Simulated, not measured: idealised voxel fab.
A process module follows: voxel wiring stack.
Shown is cross-section cut, with a width of 290 nm and square cells of size 5 nm.
Notation: cross-section as square-cell grid; stated in bands, top first, going down; one or more cell rows per band.
The entry gives the band's vertical extent as a top height and a bottom height in nm, then its horizontal make-up as materials from left to right, each with a width in nm. "empty" stands for empty space; a single material marked "full width" fills the band edge to edge.
The level at which height equals 0 is the one under which the wafer, as it arrives, is entirely one material. No lower edge exists for the bottom band, which continues downward and is notated as in "0 down".
Note: "30->40" means the width goes from the first number (top row of the band) to the second number (bottom row) in equal steps per row of cells.
Take "nothing was modified" at face value: in the step it is given for, the cross-section changed in none of its cells.
This entry, "Trapped void list", enumerates those empty regions of no fewer than 8 cells that possess no open connection to the top. Each region is reported in the form width x height at distance, the distance being taken from the left edge, with all three quantities expressed in nm.
Heads up: the bit after the settings on a step's line is the simulator's remark on that step.
For masked steps, "overlay nm" on the step line gives how far right of plan the mask actually lay; a minus sign means it lay to the left.
# List of planned process steps
1: op RECEIVE | material Si
2: op CONFORMAL_DEP | material SiO2 | thk nm 15
3: op DIRECTIONAL_DEP | material TiN | thk nm 5
4: op DIRECTIONAL_DEP | material W | thk nm 20
5: op DIRECTIONAL_DEP | material aC | thk nm 10
6: op PATTERN | tone cover | mask id METAL_1 | material resist | width nm 30 | pitch nm 60 | thk nm 25 | overlay nm 0
7: op DIRECTIONAL_ETCH | etch materials aC | depth nm 10
8: op STRIP | etch materials resist
9: op DIRECTIONAL_ETCH | etch materials W | depth nm 20
10: op DIRECTIONAL_ETCH | etch materials TiN | depth nm 5
11: op STRIP | etch materials aC
12: op FILL_DEP | material SiO2 | thk nm 5
13: op CMP | height nm 40
14: op CONFORMAL_DEP | material SiCN | thk nm 5
15: op DIRECTIONAL_DEP | material lowk | thk nm 30
16: op PATTERN | tone open | mask id METAL_2_HOLES | material resist | width nm 15 | pitch nm 120 | thk nm 15 | overlay nm 0
17: op DIRECTIONAL_ETCH | etch materials lowk | depth nm 30
18: op STRIP | etch materials resist
19: op PATTERN | tone open | mask id METAL_2 | material resist | width nm 30 | pitch nm 60 | thk nm 20 | overlay nm 0
20: op DIRECTIONAL_ETCH | etch materials lowk | depth nm 20
21: op DIRECTIONAL_ETCH | etch materials SiCN | depth nm 5
22: op STRIP | etch materials resist
23: op CONFORMAL_DEP | material TiN | thk nm 5
24: op FILL_DEP | material Cu | thk nm 10
25: op CMP | height nm 75
26: op CONFORMAL_DEP | material SiCN | thk nm 5
27: op DIRECTIONAL_DEP | material SiO2 | thk nm 15
28: op PATTERN | tone open | mask id PLUG_2 | material resist | width nm 15 | pitch nm 60 | thk nm 15 | overlay nm 0
29: op DIRECTIONAL_ETCH | etch materials SiO2 | depth nm 15
30: op DIRECTIONAL_ETCH | etch materials SiCN | depth nm 5
31: op STRIP | etch materials resist
32: op EPI | material Ru | thk nm 10
33: op EPI | material Ru | thk nm 10
34: op DIRECTIONAL_DEP | material TiN | thk nm 5
35: op DIRECTIONAL_DEP | material W | thk nm 20
36: op DIRECTIONAL_DEP | material aC | thk nm 10
37: op PATTERN | tone cover | mask id METAL_3 | material resist | width nm 30 | pitch nm 60 | thk nm 25 | overlay nm 0
38: op DIRECTIONAL_ETCH | etch materials aC | depth nm 10
39: op STRIP | etch materials resist
40: op DIRECTIONAL_ETCH | etch materials W | depth nm 20
41: op DIRECTIONAL_ETCH | etch materials TiN | depth nm 5
42: op STRIP | etch materials aC
43: op FILL_DEP | material lowk | thk nm 5
44: op CMP | height nm 120
45: op CONFORMAL_DEP | material SiCN | thk nm 5
# first wafer, as planned
# Cross-section of the incoming wafer, state after step 1
0 down: Si full width
Trapped void list: none
# Sectional view: wafer, after step 2
15 to 0: SiO2 full width
For the remainder of the cross-section, below 0, there is no change.
# Sectional view: wafer, after step 3
20 to 15: TiN full width
For the remainder of the cross-section, below 15, there is no change.
# Sectional view: wafer, after step 4
40 to 20: W full width
For the remainder of the cross-section, below 20, there is no change.
# Sectional view: wafer, after step 5
50 to 40: aC full width
For the remainder of the cross-section, below 40, there is no change.
# Sectional view: wafer, after step 6
75 to 50: 70 nm empty, 30 nm resist, 30 nm empty, 30 nm resist, 30 nm empty, 30 nm resist, 70 nm empty
For the remainder of the cross-section, below 50, there is no change.
# Sectional view: wafer, after step 7
65 to 50: 70 nm empty, 30 nm resist, 30 nm empty, 30 nm resist, 30 nm empty, 30 nm resist, 70 nm empty
50 to 40: 70 nm empty, 30 nm aC, 30 nm empty, 30 nm aC, 30 nm empty, 30 nm aC, 70 nm empty
For the remainder of the cross-section, below 40, there is no change.
# Sectional view: wafer, after step 8
50 to 40: 70 nm empty, 30 nm aC, 30 nm empty, 30 nm aC, 30 nm empty, 30 nm aC, 70 nm empty
For the remainder of the cross-section, below 40, there is no change.
# Sectional view: wafer, after step 9
50 to 40: 70 nm empty, 30 nm aC, 30 nm empty, 30 nm aC, 30 nm empty, 30 nm aC, 70 nm empty
40 to 20: 70 nm empty, 30 nm W, 30 nm empty, 30 nm W, 30 nm empty, 30 nm W, 70 nm empty
For the remainder of the cross-section, below 20, there is no change.
# Sectional view: wafer, after step 10
50 to 40: 70 nm empty, 30 nm aC, 30 nm empty, 30 nm aC, 30 nm empty, 30 nm aC, 70 nm empty
40 to 20: 70 nm empty, 30 nm W, 30 nm empty, 30 nm W, 30 nm empty, 30 nm W, 70 nm empty
20 to 15: 70 nm empty, 30 nm TiN, 30 nm empty, 30 nm TiN, 30 nm empty, 30 nm TiN, 70 nm empty
For the remainder of the cross-section, below 15, there is no change.
# Sectional view: wafer, after step 11
40 to 20: 70 nm empty, 30 nm W, 30 nm empty, 30 nm W, 30 nm empty, 30 nm W, 70 nm empty
For the remainder of the cross-section, below 20, there is no change.
# Sectional view: wafer, after step 12
45 to 40: SiO2 full width
40 to 20: 70 nm SiO2, 30 nm W, 30 nm SiO2, 30 nm W, 30 nm SiO2, 30 nm W, 70 nm SiO2
20 to 15: 70 nm SiO2, 30 nm TiN, 30 nm SiO2, 30 nm TiN, 30 nm SiO2, 30 nm TiN, 70 nm SiO2
For the remainder of the cross-section, below 15, there is no change.
# Sectional view: wafer, after step 13
40 to 20: 70 nm SiO2, 30 nm W, 30 nm SiO2, 30 nm W, 30 nm SiO2, 30 nm W, 70 nm SiO2
For the remainder of the cross-section, below 20, there is no change.
# Sectional view: wafer, after step 14
45 to 40: SiCN full width
For the remainder of the cross-section, below 40, there is no change.
# Sectional view: wafer, after step 15
75 to 45: lowk full width
For the remainder of the cross-section, below 45, there is no change.
# Sectional view: wafer, after step 16
90 to 75: 70 nm resist, 15 nm empty, 105 nm resist, 15 nm empty, 85 nm resist
For the remainder of the cross-section, below 75, there is no change.
# Sectional view: wafer, after step 17
90 to 75: 70 nm resist, 15 nm empty, 105 nm resist, 15 nm empty, 85 nm resist
75 to 45: 70 nm lowk, 15 nm empty, 105 nm lowk, 15 nm empty, 85 nm lowk
For the remainder of the cross-section, below 45, there is no change.
# Sectional view: wafer, after step 18
75 to 45: 70 nm lowk, 15 nm empty, 105 nm lowk, 15 nm empty, 85 nm lowk
For the remainder of the cross-section, below 45, there is no change.
# Sectional view: wafer, after step 19
95 to 75: 70 nm resist, 30 nm empty, 30 nm resist, 30 nm empty, 30 nm resist, 30 nm empty, 70 nm resist
For the remainder of the cross-section, below 75, there is no change.
# Sectional view: wafer, after step 20
95 to 75: 70 nm resist, 30 nm empty, 30 nm resist, 30 nm empty, 30 nm resist, 30 nm empty, 70 nm resist
75 to 55: 70 nm lowk, 30 nm empty, 30 nm lowk, 30 nm empty, 30 nm lowk, 30 nm empty, 70 nm lowk
For the remainder of the cross-section, below 55, there is no change.
# Sectional view: wafer, after step 21
95 to 75: 70 nm resist, 30 nm empty, 30 nm resist, 30 nm empty, 30 nm resist, 30 nm empty, 70 nm resist
75 to 55: 70 nm lowk, 30 nm empty, 30 nm lowk, 30 nm empty, 30 nm lowk, 30 nm empty, 70 nm lowk
55 to 45: 70 nm lowk, 15 nm empty, 105 nm lowk, 15 nm empty, 85 nm lowk
45 to 40: 70 nm SiCN, 15 nm empty, 105 nm SiCN, 15 nm empty, 85 nm SiCN
For the remainder of the cross-section, below 40, there is no change.
# Sectional view: wafer, after step 22
75 to 55: 70 nm lowk, 30 nm empty, 30 nm lowk, 30 nm empty, 30 nm lowk, 30 nm empty, 70 nm lowk
For the remainder of the cross-section, below 55, there is no change.
# Sectional view: wafer, after step 23
80 to 75: 75 nm TiN, 20 nm empty, 40 nm TiN, 20 nm empty, 40 nm TiN, 20 nm empty, 75 nm TiN
75 to 60: 70 nm lowk, 5 nm TiN, 20 nm empty, 5 nm TiN, 30 nm lowk, 5 nm TiN, 20 nm empty, 5 nm TiN, 30 nm lowk, 5 nm TiN, 20 nm empty, 5 nm TiN, 70 nm lowk
60 to 55: 70 nm lowk, 5 nm TiN, 5 nm empty, 20 nm TiN, 30 nm lowk, 30 nm TiN, 30 nm lowk, 5 nm TiN, 5 nm empty, 20 nm TiN, 70 nm lowk
55 to 45: 70 nm lowk, 5 nm TiN, 5 nm empty, 5 nm TiN, 105 nm lowk, 5 nm TiN, 5 nm empty, 5 nm TiN, 85 nm lowk
45 to 40: 70 nm SiCN, 15 nm TiN, 105 nm SiCN, 15 nm TiN, 85 nm SiCN
For the remainder of the cross-section, below 40, there is no change.
# Sectional view: wafer, after step 24
90 to 80: Cu full width
80 to 75: 75 nm TiN, 20 nm Cu, 40 nm TiN, 20 nm Cu, 40 nm TiN, 20 nm Cu, 75 nm TiN
75 to 60: 70 nm lowk, 5 nm TiN, 20 nm Cu, 5 nm TiN, 30 nm lowk, 5 nm TiN, 20 nm Cu, 5 nm TiN, 30 nm lowk, 5 nm TiN, 20 nm Cu, 5 nm TiN, 70 nm lowk
60 to 55: 70 nm lowk, 5 nm TiN, 5 nm Cu, 20 nm TiN, 30 nm lowk, 30 nm TiN, 30 nm lowk, 5 nm TiN, 5 nm Cu, 20 nm TiN, 70 nm lowk
55 to 45: 70 nm lowk, 5 nm TiN, 5 nm Cu, 5 nm TiN, 105 nm lowk, 5 nm TiN, 5 nm Cu, 5 nm TiN, 85 nm lowk
For the remainder of the cross-section, below 45, there is no change.
# Sectional view: wafer, after step 25
75 to 60: 70 nm lowk, 5 nm TiN, 20 nm Cu, 5 nm TiN, 30 nm lowk, 5 nm TiN, 20 nm Cu, 5 nm TiN, 30 nm lowk, 5 nm TiN, 20 nm Cu, 5 nm TiN, 70 nm lowk
For the remainder of the cross-section, below 60, there is no change.
# Sectional view: wafer, after step 26
80 to 75: SiCN full width
For the remainder of the cross-section, below 75, there is no change.
# Sectional view: wafer, after step 27
95 to 80: SiO2 full width
For the remainder of the cross-section, below 80, there is no change.
# Sectional view: wafer, after step 28
110 to 95: 70 nm resist, 15 nm empty, 45 nm resist, 15 nm empty, 45 nm resist, 15 nm empty, 85 nm resist
For the remainder of the cross-section, below 95, there is no change.
# Sectional view: wafer, after step 29
110 to 95: 70 nm resist, 15 nm empty, 45 nm resist, 15 nm empty, 45 nm resist, 15 nm empty, 85 nm resist
95 to 80: 70 nm SiO2, 15 nm empty, 45 nm SiO2, 15 nm empty, 45 nm SiO2, 15 nm empty, 85 nm SiO2
For the remainder of the cross-section, below 80, there is no change.
# Sectional view: wafer, after step 30
110 to 95: 70 nm resist, 15 nm empty, 45 nm resist, 15 nm empty, 45 nm resist, 15 nm empty, 85 nm resist
95 to 80: 70 nm SiO2, 15 nm empty, 45 nm SiO2, 15 nm empty, 45 nm SiO2, 15 nm empty, 85 nm SiO2
80 to 75: 70 nm SiCN, 15 nm empty, 45 nm SiCN, 15 nm empty, 45 nm SiCN, 15 nm empty, 85 nm SiCN
For the remainder of the cross-section, below 75, there is no change.
# Sectional view: wafer, after step 31
95 to 80: 70 nm SiO2, 15 nm empty, 45 nm SiO2, 15 nm empty, 45 nm SiO2, 15 nm empty, 85 nm SiO2
For the remainder of the cross-section, below 80, there is no change.
# Sectional view: wafer, after step 32
95 to 85: 70 nm SiO2, 15 nm empty, 45 nm SiO2, 15 nm empty, 45 nm SiO2, 15 nm empty, 85 nm SiO2
85 to 80: 70 nm SiO2, 15 nm Ru, 45 nm SiO2, 15 nm Ru, 45 nm SiO2, 15 nm Ru, 85 nm SiO2
80 to 75: 70 nm SiCN, 15 nm Ru, 45 nm SiCN, 15 nm Ru, 45 nm SiCN, 15 nm Ru, 85 nm SiCN
For the remainder of the cross-section, below 75, there is no change.
# Sectional view: wafer, after step 33
95 to 80: 70 nm SiO2, 15 nm Ru, 45 nm SiO2, 15 nm Ru, 45 nm SiO2, 15 nm Ru, 85 nm SiO2
For the remainder of the cross-section, below 80, there is no change.
# Sectional view: wafer, after step 34
100 to 95: TiN full width
For the remainder of the cross-section, below 95, there is no change.
# Sectional view: wafer, after step 35
120 to 100: W full width
For the remainder of the cross-section, below 100, there is no change.
# Sectional view: wafer, after step 36
130 to 120: aC full width
For the remainder of the cross-section, below 120, there is no change.
# Sectional view: wafer, after step 37
155 to 130: 70 nm empty, 30 nm resist, 30 nm empty, 30 nm resist, 30 nm empty, 30 nm resist, 70 nm empty
For the remainder of the cross-section, below 130, there is no change.
# Sectional view: wafer, after step 38
145 to 130: 70 nm empty, 30 nm resist, 30 nm empty, 30 nm resist, 30 nm empty, 30 nm resist, 70 nm empty
130 to 120: 70 nm empty, 30 nm aC, 30 nm empty, 30 nm aC, 30 nm empty, 30 nm aC, 70 nm empty
For the remainder of the cross-section, below 120, there is no change.
# Sectional view: wafer, after step 39
130 to 120: 70 nm empty, 30 nm aC, 30 nm empty, 30 nm aC, 30 nm empty, 30 nm aC, 70 nm empty
For the remainder of the cross-section, below 120, there is no change.
# Sectional view: wafer, after step 40
130 to 120: 70 nm empty, 30 nm aC, 30 nm empty, 30 nm aC, 30 nm empty, 30 nm aC, 70 nm empty
120 to 100: 70 nm empty, 30 nm W, 30 nm empty, 30 nm W, 30 nm empty, 30 nm W, 70 nm empty
For the remainder of the cross-section, below 100, there is no change.
# Sectional view: wafer, after step 41
130 to 120: 70 nm empty, 30 nm aC, 30 nm empty, 30 nm aC, 30 nm empty, 30 nm aC, 70 nm empty
120 to 100: 70 nm empty, 30 nm W, 30 nm empty, 30 nm W, 30 nm empty, 30 nm W, 70 nm empty
100 to 95: 70 nm empty, 30 nm TiN, 30 nm empty, 30 nm TiN, 30 nm empty, 30 nm TiN, 70 nm empty
For the remainder of the cross-section, below 95, there is no change.
# Sectional view: wafer, after step 42
120 to 100: 70 nm empty, 30 nm W, 30 nm empty, 30 nm W, 30 nm empty, 30 nm W, 70 nm empty
For the remainder of the cross-section, below 100, there is no change.
# Sectional view: wafer, after step 43
125 to 120: lowk full width
120 to 100: 70 nm lowk, 30 nm W, 30 nm lowk, 30 nm W, 30 nm lowk, 30 nm W, 70 nm lowk
100 to 95: 70 nm lowk, 30 nm TiN, 30 nm lowk, 30 nm TiN, 30 nm lowk, 30 nm TiN, 70 nm lowk
For the remainder of the cross-section, below 95, there is no change.
# Sectional view: wafer, after step 44
120 to 100: 70 nm lowk, 30 nm W, 30 nm lowk, 30 nm W, 30 nm lowk, 30 nm W, 70 nm lowk
For the remainder of the cross-section, below 100, there is no change.
# Sectional view: wafer, after step 45
125 to 120: SiCN full width
For the remainder of the cross-section, below 120, there is no change.
# The second wafer: identical to the first at the outset and in its planned sequence, differing only in that one mistake was made during processing; up to and including step 5, its path is the first wafer's path
# The second wafer in cross-section, at the planned close of step 6
75 to 50: 70 nm resist, 30 nm empty, 30 nm resist, 30 nm empty, 30 nm resist, 30 nm empty, 70 nm resist
For the remainder of the cross-section, below 50, there is no change.
# The second wafer in cross-section, at the planned close of step 7
65 to 50: 70 nm resist, 30 nm empty, 30 nm resist, 30 nm empty, 30 nm resist, 30 nm empty, 70 nm resist
50 to 40: 70 nm aC, 30 nm empty, 30 nm aC, 30 nm empty, 30 nm aC, 30 nm empty, 70 nm aC
For the remainder of the cross-section, below 40, there is no change.
# The second wafer in cross-section, at the planned close of step 8
50 to 40: 70 nm aC, 30 nm empty, 30 nm aC, 30 nm empty, 30 nm aC, 30 nm empty, 70 nm aC
For the remainder of the cross-section, below 40, there is no change.
# The second wafer in cross-section, at the planned close of step 9
50 to 40: 70 nm aC, 30 nm empty, 30 nm aC, 30 nm empty, 30 nm aC, 30 nm empty, 70 nm aC
40 to 20: 70 nm W, 30 nm empty, 30 nm W, 30 nm empty, 30 nm W, 30 nm empty, 70 nm W
For the remainder of the cross-section, below 20, there is no change.
# The second wafer in cross-section, at the planned close of step 10
50 to 40: 70 nm aC, 30 nm empty, 30 nm aC, 30 nm empty, 30 nm aC, 30 nm empty, 70 nm aC
40 to 20: 70 nm W, 30 nm empty, 30 nm W, 30 nm empty, 30 nm W, 30 nm empty, 70 nm W
20 to 15: 70 nm TiN, 30 nm empty, 30 nm TiN, 30 nm empty, 30 nm TiN, 30 nm empty, 70 nm TiN
For the remainder of the cross-section, below 15, there is no change.
# The second wafer in cross-section, at the planned close of step 11
40 to 20: 70 nm W, 30 nm empty, 30 nm W, 30 nm empty, 30 nm W, 30 nm empty, 70 nm W
For the remainder of the cross-section, below 20, there is no change.
# The second wafer in cross-section, at the planned close of step 12
45 to 40: SiO2 full width
40 to 20: 70 nm W, 30 nm SiO2, 30 nm W, 30 nm SiO2, 30 nm W, 30 nm SiO2, 70 nm W
20 to 15: 70 nm TiN, 30 nm SiO2, 30 nm TiN, 30 nm SiO2, 30 nm TiN, 30 nm SiO2, 70 nm TiN
For the remainder of the cross-section, below 15, there is no change.
# The second wafer in cross-section, at the planned close of step 13
40 to 20: 70 nm W, 30 nm SiO2, 30 nm W, 30 nm SiO2, 30 nm W, 30 nm SiO2, 70 nm W
For the remainder of the cross-section, below 20, there is no change.
# The second wafer in cross-section, at the planned close of step 14
45 to 40: SiCN full width
For the remainder of the cross-section, below 40, there is no change.
# The second wafer in cross-section, at the planned close of step 15
75 to 45: lowk full width
For the remainder of the cross-section, below 45, there is no change.
# The second wafer in cross-section, at the planned close of step 16
90 to 75: 70 nm resist, 15 nm empty, 105 nm resist, 15 nm empty, 85 nm resist
For the remainder of the cross-section, below 75, there is no change.
# The second wafer in cross-section, at the planned close of step 17
90 to 75: 70 nm resist, 15 nm empty, 105 nm resist, 15 nm empty, 85 nm resist
75 to 45: 70 nm lowk, 15 nm empty, 105 nm lowk, 15 nm empty, 85 nm lowk
For the remainder of the cross-section, below 45, there is no change.
# The second wafer in cross-section, at the planned close of step 18
75 to 45: 70 nm lowk, 15 nm empty, 105 nm lowk, 15 nm empty, 85 nm lowk
For the remainder of the cross-section, below 45, there is no change.
# The second wafer in cross-section, at the planned close of step 19
95 to 75: 70 nm resist, 30 nm empty, 30 nm resist, 30 nm empty, 30 nm resist, 30 nm empty, 70 nm resist
For the remainder of the cross-section, below 75, there is no change.
# The second wafer in cross-section, at the planned close of step 20
95 to 75: 70 nm resist, 30 nm empty, 30 nm resist, 30 nm empty, 30 nm resist, 30 nm empty, 70 nm resist
75 to 55: 70 nm lowk, 30 nm empty, 30 nm lowk, 30 nm empty, 30 nm lowk, 30 nm empty, 70 nm lowk
For the remainder of the cross-section, below 55, there is no change.
# The second wafer in cross-section, at the planned close of step 21
95 to 75: 70 nm resist, 30 nm empty, 30 nm resist, 30 nm empty, 30 nm resist, 30 nm empty, 70 nm resist
75 to 55: 70 nm lowk, 30 nm empty, 30 nm lowk, 30 nm empty, 30 nm lowk, 30 nm empty, 70 nm lowk
55 to 45: 70 nm lowk, 15 nm empty, 105 nm lowk, 15 nm empty, 85 nm lowk
45 to 40: 70 nm SiCN, 15 nm empty, 105 nm SiCN, 15 nm empty, 85 nm SiCN
For the remainder of the cross-section, below 40, there is no change.
# The second wafer in cross-section, at the planned close of step 22
75 to 55: 70 nm lowk, 30 nm empty, 30 nm lowk, 30 nm empty, 30 nm lowk, 30 nm empty, 70 nm lowk
For the remainder of the cross-section, below 55, there is no change.
# The second wafer in cross-section, at the planned close of step 23
80 to 75: 75 nm TiN, 20 nm empty, 40 nm TiN, 20 nm empty, 40 nm TiN, 20 nm empty, 75 nm TiN
75 to 60: 70 nm lowk, 5 nm TiN, 20 nm empty, 5 nm TiN, 30 nm lowk, 5 nm TiN, 20 nm empty, 5 nm TiN, 30 nm lowk, 5 nm TiN, 20 nm empty, 5 nm TiN, 70 nm lowk
60 to 55: 70 nm lowk, 5 nm TiN, 5 nm empty, 20 nm TiN, 30 nm lowk, 30 nm TiN, 30 nm lowk, 5 nm TiN, 5 nm empty, 20 nm TiN, 70 nm lowk
55 to 45: 70 nm lowk, 5 nm TiN, 5 nm empty, 5 nm TiN, 105 nm lowk, 5 nm TiN, 5 nm empty, 5 nm TiN, 85 nm lowk
45 to 40: 70 nm SiCN, 15 nm TiN, 105 nm SiCN, 15 nm TiN, 85 nm SiCN
For the remainder of the cross-section, below 40, there is no change.
# The second wafer in cross-section, at the planned close of step 24
90 to 80: Cu full width
80 to 75: 75 nm TiN, 20 nm Cu, 40 nm TiN, 20 nm Cu, 40 nm TiN, 20 nm Cu, 75 nm TiN
75 to 60: 70 nm lowk, 5 nm TiN, 20 nm Cu, 5 nm TiN, 30 nm lowk, 5 nm TiN, 20 nm Cu, 5 nm TiN, 30 nm lowk, 5 nm TiN, 20 nm Cu, 5 nm TiN, 70 nm lowk
60 to 55: 70 nm lowk, 5 nm TiN, 5 nm Cu, 20 nm TiN, 30 nm lowk, 30 nm TiN, 30 nm lowk, 5 nm TiN, 5 nm Cu, 20 nm TiN, 70 nm lowk
55 to 45: 70 nm lowk, 5 nm TiN, 5 nm Cu, 5 nm TiN, 105 nm lowk, 5 nm TiN, 5 nm Cu, 5 nm TiN, 85 nm lowk
For the remainder of the cross-section, below 45, there is no change.
# The second wafer in cross-section, at the planned close of step 25
75 to 60: 70 nm lowk, 5 nm TiN, 20 nm Cu, 5 nm TiN, 30 nm lowk, 5 nm TiN, 20 nm Cu, 5 nm TiN, 30 nm lowk, 5 nm TiN, 20 nm Cu, 5 nm TiN, 70 nm lowk
For the remainder of the cross-section, below 60, there is no change.
# The second wafer in cross-section, at the planned close of step 26
80 to 75: SiCN full width
For the remainder of the cross-section, below 75, there is no change.
# The second wafer in cross-section, at the planned close of step 27
95 to 80: SiO2 full width
For the remainder of the cross-section, below 80, there is no change.
# The second wafer in cross-section, at the planned close of step 28
110 to 95: 70 nm resist, 15 nm empty, 45 nm resist, 15 nm empty, 45 nm resist, 15 nm empty, 85 nm resist
For the remainder of the cross-section, below 95, there is no change.
# The second wafer in cross-section, at the planned close of step 29
110 to 95: 70 nm resist, 15 nm empty, 45 nm resist, 15 nm empty, 45 nm resist, 15 nm empty, 85 nm resist
95 to 80: 70 nm SiO2, 15 nm empty, 45 nm SiO2, 15 nm empty, 45 nm SiO2, 15 nm empty, 85 nm SiO2
For the remainder of the cross-section, below 80, there is no change.
# The second wafer in cross-section, at the planned close of step 30
110 to 95: 70 nm resist, 15 nm empty, 45 nm resist, 15 nm empty, 45 nm resist, 15 nm empty, 85 nm resist
95 to 80: 70 nm SiO2, 15 nm empty, 45 nm SiO2, 15 nm empty, 45 nm SiO2, 15 nm empty, 85 nm SiO2
80 to 75: 70 nm SiCN, 15 nm empty, 45 nm SiCN, 15 nm empty, 45 nm SiCN, 15 nm empty, 85 nm SiCN
For the remainder of the cross-section, below 75, there is no change.
# The second wafer in cross-section, at the planned close of step 31
95 to 80: 70 nm SiO2, 15 nm empty, 45 nm SiO2, 15 nm empty, 45 nm SiO2, 15 nm empty, 85 nm SiO2
For the remainder of the cross-section, below 80, there is no change.
# The second wafer in cross-section, at the planned close of step 32
95 to 85: 70 nm SiO2, 15 nm empty, 45 nm SiO2, 15 nm empty, 45 nm SiO2, 15 nm empty, 85 nm SiO2
85 to 80: 70 nm SiO2, 15 nm Ru, 45 nm SiO2, 15 nm Ru, 45 nm SiO2, 15 nm Ru, 85 nm SiO2
80 to 75: 70 nm SiCN, 15 nm Ru, 45 nm SiCN, 15 nm Ru, 45 nm SiCN, 15 nm Ru, 85 nm SiCN
For the remainder of the cross-section, below 75, there is no change.
# The second wafer in cross-section, at the planned close of step 33
95 to 80: 70 nm SiO2, 15 nm Ru, 45 nm SiO2, 15 nm Ru, 45 nm SiO2, 15 nm Ru, 85 nm SiO2
For the remainder of the cross-section, below 80, there is no change.
# The second wafer in cross-section, at the planned close of step 34
100 to 95: TiN full width
For the remainder of the cross-section, below 95, there is no change.
# The second wafer in cross-section, at the planned close of step 35
120 to 100: W full width
For the remainder of the cross-section, below 100, there is no change.
# The second wafer in cross-section, at the planned close of step 36
130 to 120: aC full width
For the remainder of the cross-section, below 120, there is no change.
# The second wafer in cross-section, at the planned close of step 37
155 to 130: 70 nm empty, 30 nm resist, 30 nm empty, 30 nm resist, 30 nm empty, 30 nm resist, 70 nm empty
For the remainder of the cross-section, below 130, there is no change.
# The second wafer in cross-section, at the planned close of step 38
145 to 130: 70 nm empty, 30 nm resist, 30 nm empty, 30 nm resist, 30 nm empty, 30 nm resist, 70 nm empty
130 to 120: 70 nm empty, 30 nm aC, 30 nm empty, 30 nm aC, 30 nm empty, 30 nm aC, 70 nm empty
For the remainder of the cross-section, below 120, there is no change.
# The second wafer in cross-section, at the planned close of step 39
130 to 120: 70 nm empty, 30 nm aC, 30 nm empty, 30 nm aC, 30 nm empty, 30 nm aC, 70 nm empty
For the remainder of the cross-section, below 120, there is no change.
# The second wafer in cross-section, at the planned close of step 40
130 to 120: 70 nm empty, 30 nm aC, 30 nm empty, 30 nm aC, 30 nm empty, 30 nm aC, 70 nm empty
120 to 100: 70 nm empty, 30 nm W, 30 nm empty, 30 nm W, 30 nm empty, 30 nm W, 70 nm empty
For the remainder of the cross-section, below 100, there is no change.
# The second wafer in cross-section, at the planned close of step 41
130 to 120: 70 nm empty, 30 nm aC, 30 nm empty, 30 nm aC, 30 nm empty, 30 nm aC, 70 nm empty
120 to 100: 70 nm empty, 30 nm W, 30 nm empty, 30 nm W, 30 nm empty, 30 nm W, 70 nm empty
100 to 95: 70 nm empty, 30 nm TiN, 30 nm empty, 30 nm TiN, 30 nm empty, 30 nm TiN, 70 nm empty
For the remainder of the cross-section, below 95, there is no change.
# The second wafer in cross-section, at the planned close of step 42
120 to 100: 70 nm empty, 30 nm W, 30 nm empty, 30 nm W, 30 nm empty, 30 nm W, 70 nm empty
For the remainder of the cross-section, below 100, there is no change.
# The second wafer in cross-section, at the planned close of step 43
125 to 120: lowk full width
120 to 100: 70 nm lowk, 30 nm W, 30 nm lowk, 30 nm W, 30 nm lowk, 30 nm W, 70 nm lowk
100 to 95: 70 nm lowk, 30 nm TiN, 30 nm lowk, 30 nm TiN, 30 nm lowk, 30 nm TiN, 70 nm lowk
For the remainder of the cross-section, below 95, there is no change.
# The second wafer in cross-section, at the planned close of step 44
120 to 100: 70 nm lowk, 30 nm W, 30 nm lowk, 30 nm W, 30 nm lowk, 30 nm W, 70 nm lowk
For the remainder of the cross-section, below 100, there is no change.
# The second wafer in cross-section, at the planned close of step 45
125 to 120: SiCN full width
For the remainder of the cross-section, below 120, there is no change.
what went wrong: note that step 6 departed from the planned setting and was carried out as op PATTERN | tone open | mask id METAL_1 | material resist | width nm 30 | pitch nm 60 | thk nm 25 | overlay nm 0
Final comparison by cell count, materials where the second wafer has more or fewer than the first: SiO2: 110 fewer; TiN: 22 more; W: 88 more
